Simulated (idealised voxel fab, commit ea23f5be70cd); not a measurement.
The following process module bears the name voxel capacitor over wiring.
250 nm wide, 5 nm square cells: that's cross-section cut.
When this document writes out a cross-section, it uses a grid of square cells and lists it as bands, beginning at the top and moving down, with a band standing for one or more rows of cells. Each band's line starts with the height of the band's top and of its bottom, in nm. Then come its materials from left to right, each with its width in nm. One material with "everywhere" fills the band from edge to edge. "blank" is empty space. Measure heights from 0. That's the level where, below it, the as-received wafer is all one material. The lowest band is bottomless and extends downward; write it as in "top 0, no bottom". A width given as "30..40" starts at the first number in the band's top row and ends at the second number in its bottom row, shifting by an equal amount at every step from row to row. Take "changes: none" at face value: in the step it is given for, the cross-section changed in none of its cells. "Tabulated closed voids": empty spaces of 8 cells or more with no open way to the top, each given as width x height at distance, distance from the left edge, all in nm. after a step's settings: what the simulator itself notes on the step. overlay nm: mask right of planned place by this much (step with mask). Neg. = left.
THESE ARE THE STEPS WE PLANNED FOR THE PROCESS
1 RECEIVE, material Si
2 CONFORMAL_DEP, material SiO2, thk nm 10
3 DIRECTIONAL_DEP, material TiN, thk nm 5
4 DIRECTIONAL_DEP, material W, thk nm 15
5 DIRECTIONAL_DEP, material aC, thk nm 15
6 PATTERN, tone cover, mask id METAL_1, material resist, width nm 20, pitch nm 70, thk nm 30, overlay nm 0
7 DIRECTIONAL_ETCH, etch materials aC, depth nm 15
8 STRIP, etch materials resist
9 DIRECTIONAL_ETCH, etch materials W, depth nm 15
10 DIRECTIONAL_ETCH, etch materials TiN, depth nm 5
11 STRIP, etch materials aC
12 FILL_DEP, material lowk, thk nm 5
13 CMP, height nm 30
14 CONFORMAL_DEP, material SiCN, thk nm 5
15 DIRECTIONAL_DEP, material lowk, thk nm 10
16 DIRECTIONAL_DEP, material aC, thk nm 15
17 PATTERN, tone open, mask id PLUG_1, material resist, width nm 15, thk nm 35, overlay nm 0
18 DIRECTIONAL_ETCH, etch materials aC, depth nm 15
19 STRIP, etch materials resist
20 DIRECTIONAL_ETCH, etch materials lowk, depth nm 10
21 DIRECTIONAL_ETCH, etch materials SiCN, depth nm 5
22 STRIP, etch materials aC
23 CONFORMAL_DEP, material TiN, thk nm 5
24 FILL_DEP, material Ru, thk nm 10
25 CMP, height nm 45
26 DIRECTIONAL_DEP, material TiN, thk nm 10
27 DIRECTIONAL_DEP, material Al2O3, thk nm 5
28 DIRECTIONAL_DEP, material TiN, thk nm 5
29 PATTERN, tone cover, mask id UPPER_PLATE, material resist, width nm 55, thk nm 20, overlay nm 0
30 DIRECTIONAL_ETCH, etch materials TiN, depth nm 5
31 DIRECTIONAL_ETCH, etch materials Al2O3, depth nm 5
32 STRIP, etch materials resist
33 PATTERN, tone cover, mask id LOWER_PLATE, material resist, width nm 65, thk nm 20, overlay nm 0
34 DIRECTIONAL_ETCH, etch materials TiN, depth nm 10
35 STRIP, etch materials resist
36 FILL_DEP, material SiO2, thk nm 20
37 CMP, height nm 80
38 MASKED_ETCH, tone open, mask id PLUG_2, width nm 15, etch materials SiO2, depth nm 15, overlay nm 0
39 CONFORMAL_DEP, material TiN, thk nm 5
40 FILL_DEP, material W, thk nm 5
41 CMP, height nm 80
42 CONFORMAL_DEP, material SiCN, thk nm 5
THE FIRST OF TWO WAFERS, RUN AS PLANNED
SHOWN IN CROSS-SECTION IS THE WAFER AS RECEIVED, THAT IS, AS IT STANDS AFTER STEP 1
  top 0, no bottom: Si everywhere
  Tabulated closed voids: none
YOU'RE LOOKING AT A CROSS-SECTION OF THE WAFER AFTER STEP 2
  top 10, bottom 0: SiO2 everywhere
  Below 0 it's all the same as before, nothing changed down there.
YOU'RE LOOKING AT A CROSS-SECTION OF THE WAFER AFTER STEP 3
  top 15, bottom 10: TiN everywhere
  Below 10 it's all the same as before, nothing changed down there.
YOU'RE LOOKING AT A CROSS-SECTION OF THE WAFER AFTER STEP 4
  top 30, bottom 15: W everywhere
  Below 15 it's all the same as before, nothing changed down there.
YOU'RE LOOKING AT A CROSS-SECTION OF THE WAFER AFTER STEP 5
  top 45, bottom 30: aC everywhere
  Below 30 it's all the same as before, nothing changed down there.
YOU'RE LOOKING AT A CROSS-SECTION OF THE WAFER AFTER STEP 6
  top 75, bottom 45: 80 nm blank, then 20 nm resist, then 50 nm blank, then 20 nm resist, then 80 nm blank
  Below 45 it's all the same as before, nothing changed down there.
YOU'RE LOOKING AT A CROSS-SECTION OF THE WAFER AFTER STEP 7
  top 60, bottom 45: 80 nm blank, then 20 nm resist, then 50 nm blank, then 20 nm resist, then 80 nm blank
  top 45, bottom 30: 80 nm blank, then 20 nm aC, then 50 nm blank, then 20 nm aC, then 80 nm blank
  Below 30 it's all the same as before, nothing changed down there.
YOU'RE LOOKING AT A CROSS-SECTION OF THE WAFER AFTER STEP 8
  top 45, bottom 30: 80 nm blank, then 20 nm aC, then 50 nm blank, then 20 nm aC, then 80 nm blank
  Below 30 it's all the same as before, nothing changed down there.
YOU'RE LOOKING AT A CROSS-SECTION OF THE WAFER AFTER STEP 9
  top 45, bottom 30: 80 nm blank, then 20 nm aC, then 50 nm blank, then 20 nm aC, then 80 nm blank
  top 30, bottom 15: 80 nm blank, then 20 nm W, then 50 nm blank, then 20 nm W, then 80 nm blank
  Below 15 it's all the same as before, nothing changed down there.
YOU'RE LOOKING AT A CROSS-SECTION OF THE WAFER AFTER STEP 10
  top 45, bottom 30: 80 nm blank, then 20 nm aC, then 50 nm blank, then 20 nm aC, then 80 nm blank
  top 30, bottom 15: 80 nm blank, then 20 nm W, then 50 nm blank, then 20 nm W, then 80 nm blank
  top 15, bottom 10: 80 nm blank, then 20 nm TiN, then 50 nm blank, then 20 nm TiN, then 80 nm blank
  Below 10 it's all the same as before, nothing changed down there.
YOU'RE LOOKING AT A CROSS-SECTION OF THE WAFER AFTER STEP 11
  top 30, bottom 15: 80 nm blank, then 20 nm W, then 50 nm blank, then 20 nm W, then 80 nm blank
  Below 15 it's all the same as before, nothing changed down there.
YOU'RE LOOKING AT A CROSS-SECTION OF THE WAFER AFTER STEP 12
  top 35, bottom 30: lowk everywhere
  top 30, bottom 15: 80 nm lowk, then 20 nm W, then 50 nm lowk, then 20 nm W, then 80 nm lowk
  top 15, bottom 10: 80 nm lowk, then 20 nm TiN, then 50 nm lowk, then 20 nm TiN, then 80 nm lowk
  Below 10 it's all the same as before, nothing changed down there.
YOU'RE LOOKING AT A CROSS-SECTION OF THE WAFER AFTER STEP 13
  top 30, bottom 15: 80 nm lowk, then 20 nm W, then 50 nm lowk, then 20 nm W, then 80 nm lowk
  Below 15 it's all the same as before, nothing changed down there.
YOU'RE LOOKING AT A CROSS-SECTION OF THE WAFER AFTER STEP 14
  top 35, bottom 30: SiCN everywhere
  Below 30 it's all the same as before, nothing changed down there.
YOU'RE LOOKING AT A CROSS-SECTION OF THE WAFER AFTER STEP 15
  top 45, bottom 35: lowk everywhere
  Below 35 it's all the same as before, nothing changed down there.
YOU'RE LOOKING AT A CROSS-SECTION OF THE WAFER AFTER STEP 16
  top 60, bottom 45: aC everywhere
  Below 45 it's all the same as before, nothing changed down there.
YOU'RE LOOKING AT A CROSS-SECTION OF THE WAFER AFTER STEP 17
  top 95, bottom 60: 85 nm resist, then 15 nm blank, then 150 nm resist
  Below 60 it's all the same as before, nothing changed down there.
YOU'RE LOOKING AT A CROSS-SECTION OF THE WAFER AFTER STEP 18
  top 80, bottom 60: 85 nm resist, then 15 nm blank, then 150 nm resist
  top 60, bottom 45: 85 nm aC, then 15 nm blank, then 150 nm aC
  Below 45 it's all the same as before, nothing changed down there.
YOU'RE LOOKING AT A CROSS-SECTION OF THE WAFER AFTER STEP 19
  top 60, bottom 45: 85 nm aC, then 15 nm blank, then 150 nm aC
  Below 45 it's all the same as before, nothing changed down there.
YOU'RE LOOKING AT A CROSS-SECTION OF THE WAFER AFTER STEP 20
  top 60, bottom 45: 85 nm aC, then 15 nm blank, then 150 nm aC
  top 45, bottom 35: 85 nm lowk, then 15 nm blank, then 150 nm lowk
  Below 35 it's all the same as before, nothing changed down there.
YOU'RE LOOKING AT A CROSS-SECTION OF THE WAFER AFTER STEP 21
  top 60, bottom 45: 85 nm aC, then 15 nm blank, then 150 nm aC
  top 45, bottom 35: 85 nm lowk, then 15 nm blank, then 150 nm lowk
  top 35, bottom 30: 85 nm SiCN, then 15 nm blank, then 150 nm SiCN
  Below 30 it's all the same as before, nothing changed down there.
YOU'RE LOOKING AT A CROSS-SECTION OF THE WAFER AFTER STEP 22
  top 45, bottom 35: 85 nm lowk, then 15 nm blank, then 150 nm lowk
  Below 35 it's all the same as before, nothing changed down there.
YOU'RE LOOKING AT A CROSS-SECTION OF THE WAFER AFTER STEP 23
  top 50, bottom 45: 90 nm TiN, then 5 nm blank, then 155 nm TiN
  top 45, bottom 35: 85 nm lowk, then 5 nm TiN, then 5 nm blank, then 5 nm TiN, then 150 nm lowk
  top 35, bottom 30: 85 nm SiCN, then 15 nm TiN, then 150 nm SiCN
  Below 30 it's all the same as before, nothing changed down there.
YOU'RE LOOKING AT A CROSS-SECTION OF THE WAFER AFTER STEP 24
  top 60, bottom 50: Ru everywhere
  top 50, bottom 45: 90 nm TiN, then 5 nm Ru, then 155 nm TiN
  top 45, bottom 35: 85 nm lowk, then 5 nm TiN, then 5 nm Ru, then 5 nm TiN, then 150 nm lowk
  Below 35 it's all the same as before, nothing changed down there.
YOU'RE LOOKING AT A CROSS-SECTION OF THE WAFER AFTER STEP 25
  top 45, bottom 35: 85 nm lowk, then 5 nm TiN, then 5 nm Ru, then 5 nm TiN, then 150 nm lowk
  Below 35 it's all the same as before, nothing changed down there.
YOU'RE LOOKING AT A CROSS-SECTION OF THE WAFER AFTER STEP 26
  top 55, bottom 45: TiN everywhere
  Below 45 it's all the same as before, nothing changed down there.
YOU'RE LOOKING AT A CROSS-SECTION OF THE WAFER AFTER STEP 27
  top 60, bottom 55: Al2O3 everywhere
  Below 55 it's all the same as before, nothing changed down there.
YOU'RE LOOKING AT A CROSS-SECTION OF THE WAFER AFTER STEP 28
  top 65, bottom 60: TiN everywhere
  Below 60 it's all the same as before, nothing changed down there.
YOU'RE LOOKING AT A CROSS-SECTION OF THE WAFER AFTER STEP 29
  top 85, bottom 65: 85 nm blank, then 55 nm resist, then 110 nm blank
  Below 65 it's all the same as before, nothing changed down there.
YOU'RE LOOKING AT A CROSS-SECTION OF THE WAFER AFTER STEP 30
  top 85, bottom 65: 85 nm blank, then 55 nm resist, then 110 nm blank
  top 65, bottom 60: 85 nm blank, then 55 nm TiN, then 110 nm blank
  Below 60 it's all the same as before, nothing changed down there.
YOU'RE LOOKING AT A CROSS-SECTION OF THE WAFER AFTER STEP 31
  top 85, bottom 65: 85 nm blank, then 55 nm resist, then 110 nm blank
  top 65, bottom 60: 85 nm blank, then 55 nm TiN, then 110 nm blank
  top 60, bottom 55: 85 nm blank, then 55 nm Al2O3, then 110 nm blank
  Below 55 it's all the same as before, nothing changed down there.
YOU'RE LOOKING AT A CROSS-SECTION OF THE WAFER AFTER STEP 32
  top 65, bottom 60: 85 nm blank, then 55 nm TiN, then 110 nm blank
  Below 60 it's all the same as before, nothing changed down there.
YOU'RE LOOKING AT A CROSS-SECTION OF THE WAFER AFTER STEP 33
  top 85, bottom 65: 80 nm blank, then 65 nm resist, then 105 nm blank
  top 65, bottom 60: 80 nm blank, then 5 nm resist, then 55 nm TiN, then 5 nm resist, then 105 nm blank
  top 60, bottom 55: 80 nm blank, then 5 nm resist, then 55 nm Al2O3, then 5 nm resist, then 105 nm blank
  Below 55 it's all the same as before, nothing changed down there.
YOU'RE LOOKING AT A CROSS-SECTION OF THE WAFER AFTER STEP 34
  top 85, bottom 65: 80 nm blank, then 65 nm resist, then 105 nm blank
  top 65, bottom 60: 80 nm blank, then 5 nm resist, then 55 nm TiN, then 5 nm resist, then 105 nm blank
  top 60, bottom 55: 80 nm blank, then 5 nm resist, then 55 nm Al2O3, then 5 nm resist, then 105 nm blank
  top 55, bottom 45: 80 nm blank, then 65 nm TiN, then 105 nm blank
  Below 45 it's all the same as before, nothing changed down there.
YOU'RE LOOKING AT A CROSS-SECTION OF THE WAFER AFTER STEP 35
  top 65, bottom 60: 85 nm blank, then 55 nm TiN, then 110 nm blank
  top 60, bottom 55: 85 nm blank, then 55 nm Al2O3, then 110 nm blank
  Below 55 it's all the same as before, nothing changed down there.
YOU'RE LOOKING AT A CROSS-SECTION OF THE WAFER AFTER STEP 36
  top 85, bottom 65: SiO2 everywhere
  top 65, bottom 60: 85 nm SiO2, then 55 nm TiN, then 110 nm SiO2
  top 60, bottom 55: 85 nm SiO2, then 55 nm Al2O3, then 110 nm SiO2
  top 55, bottom 45: 80 nm SiO2, then 65 nm TiN, then 105 nm SiO2
  Below 45 it's all the same as before, nothing changed down there.
YOU'RE LOOKING AT A CROSS-SECTION OF THE WAFER AFTER STEP 37
  top 80, bottom 65: SiO2 everywhere
  Below 65 it's all the same as before, nothing changed down there.
YOU'RE LOOKING AT A CROSS-SECTION OF THE WAFER AFTER STEP 38
  top 80, bottom 65: 95 nm SiO2, then 15 nm blank, then 140 nm SiO2
  Below 65 it's all the same as before, nothing changed down there.
YOU'RE LOOKING AT A CROSS-SECTION OF THE WAFER AFTER STEP 39
  top 85, bottom 80: 100 nm TiN, then 5 nm blank, then 145 nm TiN
  top 80, bottom 70: 95 nm SiO2, then 5 nm TiN, then 5 nm blank, then 5 nm TiN, then 140 nm SiO2
  top 70, bottom 60: 95..85 nm SiO2, then 15..55 nm TiN, then 140..110 nm SiO2
  Below 60 it's all the same as before, nothing changed down there.
YOU'RE LOOKING AT A CROSS-SECTION OF THE WAFER AFTER STEP 40
  top 90, bottom 85: W everywhere
  top 85, bottom 80: 100 nm TiN, then 5 nm W, then 145 nm TiN
  top 80, bottom 70: 95 nm SiO2, then 5 nm TiN, then 5 nm W, then 5 nm TiN, then 140 nm SiO2
  Below 70 it's all the same as before, nothing changed down there.
YOU'RE LOOKING AT A CROSS-SECTION OF THE WAFER AFTER STEP 41
  top 80, bottom 70: 95 nm SiO2, then 5 nm TiN, then 5 nm W, then 5 nm TiN, then 140 nm SiO2
  Below 70 it's all the same as before, nothing changed down there.
YOU'RE LOOKING AT A CROSS-SECTION OF THE WAFER AFTER STEP 42
  top 85, bottom 80: SiCN everywhere
  Below 80 it's all the same as before, nothing changed down there.
WAFER TWO: LIKE WAFER ONE IN START AND PLAN, BUT WITH ONE MISTAKE IN EXECUTION; IDENTICAL UP TO AND INCLUDING STEP 37
THE SECOND WAFER CUT THROUGH, AT THE TIME STEP 38 WAS SUPPOSED TO BE FINISHED
  top 80, bottom 65: 95 nm blank, then 15 nm SiO2, then 140 nm blank
  Below 65 it's all the same as before, nothing changed down there.
THE SECOND WAFER CUT THROUGH, AT THE TIME STEP 39 WAS SUPPOSED TO BE FINISHED
  top 85, bottom 80: 90 nm blank, then 25 nm TiN, then 135 nm blank
  top 80, bottom 70: 90 nm blank, then 5 nm TiN, then 15 nm SiO2, then 5 nm TiN, then 135 nm blank
  top 70, bottom 65: 95 nm TiN, then 15 nm SiO2, then 140 nm TiN
  Below 65 it's all the same as before, nothing changed down there.
THE SECOND WAFER CUT THROUGH, AT THE TIME STEP 40 WAS SUPPOSED TO BE FINISHED
  top 90, bottom 85: W everywhere
  top 85, bottom 80: 90 nm W, then 25 nm TiN, then 135 nm W
  top 80, bottom 70: 90 nm W, then 5 nm TiN, then 15 nm SiO2, then 5 nm TiN, then 135 nm W
  Below 70 it's all the same as before, nothing changed down there.
THE SECOND WAFER CUT THROUGH, AT THE TIME STEP 41 WAS SUPPOSED TO BE FINISHED
  top 80, bottom 70: 90 nm W, then 5 nm TiN, then 15 nm SiO2, then 5 nm TiN, then 135 nm W
  Below 70 it's all the same as before, nothing changed down there.
THE SECOND WAFER CUT THROUGH, AT THE TIME STEP 42 WAS SUPPOSED TO BE FINISHED
  top 85, bottom 80: SiCN everywhere
  Below 80 it's all the same as before, nothing changed down there.
Finding, execution versus plan: step 38 ran with different settings than intended, the actual operation and settings being MASKED_ETCH, tone cover, mask id PLUG_2, width nm 15, etch materials SiO2, depth nm 15, overlay nm 0
Final comparison by cell count, materials where the second wafer has more or fewer than the first: SiO2 -132; TiN +44; W +88
